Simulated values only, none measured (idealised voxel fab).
The process module presented herein is designated voxel gate over fins.
Displayed cross-section: cut, width of 225 nm, square cells sized 5 nm.
Bands, listed from the top down, are how a cross-section gets written in this document; the cross-section itself is a grid of square cells, and a band is one or more rows of them.
Heads up on the band format: heights come first, top then bottom, in nm. After that it's the materials left to right, each with its width in nm. A single material flagged "full width" fills the whole band edge to edge, and "blank" means there's empty space there.
Heights are expressed relative to 0, this being the level below which the as-received wafer comprises one material exclusively. The lowest band is unbounded in the downward direction and is denoted as in "0..down".
Read "30..40" as a graded width: first number on top, second number at the bottom, same change between each pair of neighbouring rows.
You'll sometimes find "changes: none" written for a step, and that's the way of saying that nowhere in the cross-section did a cell change during that step.
Any empty space of 8 cells or more lacking an open way to the top shows up in "Closed void listing" as width x height at distance, distance from the left edge, in nm.
Post-settings text on a step line: simulator's own remark regarding the step.
"overlay nm" answers the question of how far to the right of plan the mask lay on a step that has a mask, and when it is negative the answer is to the left.
## Process steps foreseen in the plan
1 RECEIVE [material Si]
2 CONFORMAL_DEP [material SiN] [thk nm 10]
3 DIRECTIONAL_DEP [material aC] [thk nm 15]
4 PATTERN [tone cover] [mask id FINS] [material resist] [width nm 15] [pitch nm 55] [thk nm 35] [overlay nm 0]
5 DIRECTIONAL_ETCH [etch materials aC] [depth nm 15]
6 STRIP [etch materials resist]
7 DIRECTIONAL_ETCH [etch materials SiN] [depth nm 10]
8 DIRECTIONAL_ETCH [etch materials Si] [depth nm 40]
9 STRIP [etch materials aC]
10 OXIDIZE [depth nm 5]
11 FILL_DEP [material SiO2] [thk nm 5]
12 CMP [height nm 10]
13 DIRECTIONAL_DEP [material aC] [thk nm 10]
14 PATTERN [tone open] [mask id RAIL] [material resist] [width nm 15] [thk nm 30] [overlay nm 0]
15 DIRECTIONAL_ETCH [etch materials aC] [depth nm 10]
16 STRIP [etch materials resist]
17 DIRECTIONAL_ETCH [etch materials SiO2] [depth nm 45]
18 STRIP [etch materials aC]
19 CONFORMAL_DEP [material TiN] [thk nm 5]
20 FILL_DEP [material Ru] [thk nm 10]
21 CMP [height nm 10]
22 SELECTIVE_ETCH [etch materials W Ru TiN] [depth nm 30]
23 FILL_DEP [material SiO2] [thk nm 5]
24 CMP [height nm 10]
25 SELECTIVE_ETCH [etch materials SiO2] [depth nm 25]
26 STRIP [etch materials SiN]
27 CONFORMAL_DEP [material HfO2] [thk nm 5]
28 CONFORMAL_DEP [material TiN] [thk nm 5]
29 CONFORMAL_DEP [material TiAl] [thk nm 5]
30 CONFORMAL_DEP [material TiN] [thk nm 5]
31 FILL_DEP [material W] [thk nm 10]
32 CMP [height nm 25]
33 CONFORMAL_DEP [material SiCN] [thk nm 10]
## Cross-sectional view of the wafer in its as-received condition, corresponding to the state after step 1
* 0..down = Si full width
* Closed void listing: none
## Cross-section: first of two wafers, module finished, run according to plan
* 35..25 = SiCN full width
* 25..20 = W full width
* 20..15 = 60 of W | 45 of TiN | 10 of W | 45 of TiN | 65 of W
* 15..10 = 60 of W | 5 of TiN | 35 of TiAl | 5 of TiN | 10 of W | 5 of TiN | 35 of TiAl | 5 of TiN | 65 of W
* 10..5 = 60 of W | 5 of TiN | 5 of TiAl | 25 of TiN | 5 of TiAl | 5 of TiN | 10 of W | 5 of TiN | 5 of TiAl | 25 of TiN | 5 of TiAl | 5 of TiN | 65 of W
* 5..0 = 65 of TiN | 5 of TiAl | 5 of TiN | 15 of HfO2 | 5 of TiN | 5 of TiAl | 20 of TiN | 5 of TiAl | 5 of TiN | 15 of HfO2 | 5 of TiN | 5 of TiAl | 70 of TiN
* 0..-5 = 70 of TiAl | 5 of TiN | 5 of HfO2 | 5 of Si | 5 of HfO2 | 5 of TiN | 30 of TiAl | 5 of TiN | 5 of HfO2 | 5 of Si | 5 of HfO2 | 5 of TiN | 75 of TiAl
* -5..-10 = 75 of TiN | 5 of HfO2 | 5 of Si | 5 of HfO2 | 40 of TiN | 5 of HfO2 | 5 of Si | 5 of HfO2 | 80 of TiN
* -10..-15 = 80 of HfO2 | 5 of Si | 50 of HfO2 | 5 of Si | 85 of HfO2
* -15..-20 = 80 of SiO2 | 5 of Si | 50 of SiO2 | 5 of Si | 85 of SiO2
* -20..-30 = 80 of SiO2 | 5 of Si | 15 of SiO2 | 5 of TiN | 5 of Ru | 5 of TiN | 20 of SiO2 | 5 of Si | 85 of SiO2
* -30..-35 = 80 of SiO2 | 5 of Si | 15 of SiO2 | 15 of TiN | 20 of SiO2 | 5 of Si | 85 of SiO2
* -35..-45 = 80 of SiO2 | 5 of Si | 50 of SiO2 | 5 of Si | 85 of SiO2
* -45..down = Si full width
* Closed void listing: none
## second wafer at the end: like start, like plan, one mistake
* 35..25 = SiCN full width
* 25..20 = W full width
* 20..15 = 60 of W | 45 of TiN | 10 of W | 45 of TiN | 65 of W
* 15..10 = 60 of W | 5 of TiN | 35 of TiAl | 5 of TiN | 10 of W | 5 of TiN | 35 of TiAl | 5 of TiN | 65 of W
* 10..5 = 60 of W | 5 of TiN | 5 of TiAl | 25 of TiN | 5 of TiAl | 5 of TiN | 10 of W | 5 of TiN | 5 of TiAl | 25 of TiN | 5 of TiAl | 5 of TiN | 65 of W
* 5..0 = 65 of TiN | 5 of TiAl | 5 of TiN | 15 of HfO2 | 5 of TiN | 5 of TiAl | 20 of TiN | 5 of TiAl | 5 of TiN | 15 of HfO2 | 5 of TiN | 5 of TiAl | 70 of TiN
* 0..-5 = 70 of TiAl | 5 of TiN | 5 of HfO2 | 5 of Si | 5 of HfO2 | 5 of TiN | 30 of TiAl | 5 of TiN | 5 of HfO2 | 5 of Si | 5 of HfO2 | 5 of TiN | 75 of TiAl
* -5..-10 = 75 of TiN | 5 of HfO2 | 5 of Si | 5 of HfO2 | 40 of TiN | 5 of HfO2 | 5 of Si | 5 of HfO2 | 80 of TiN
* -10..-15 = 80 of HfO2 | 5 of Si | 50 of HfO2 | 5 of Si | 85 of HfO2
* -15..-20 = 80 of SiO2 | 5 of Si | 50 of SiO2 | 5 of Si | 85 of SiO2
* -20..-30 = 70 of Ru | 5 of TiN | 5 of SiO2 | 5 of Si | 5 of SiO2 | 10 of TiN | 15 of SiO2 | 5 of TiN | 5 of Ru | 5 of TiN | 5 of SiO2 | 5 of Si | 5 of SiO2 | 5 of TiN | 75 of Ru
* -30..-35 = 75 of TiN | 5 of SiO2 | 5 of Si | 5 of SiO2 | 10 of TiN | 15 of SiO2 | 15 of TiN | 5 of SiO2 | 5 of Si | 5 of SiO2 | 80 of TiN
* -35..-45 = 80 of SiO2 | 5 of Si | 50 of SiO2 | 5 of Si | 85 of SiO2
* -45..down = Si full width
* Closed void listing: none
Short version of what went wrong: step 14 ran as: PATTERN [tone cover] [mask id RAIL] [material resist] [width nm 15] [thk nm 30] [overlay nm 0]
Counted in cells at the end, the second wafer holds more or fewer of these materials than the first: +58 Ru, -99 SiO2, +41 TiN
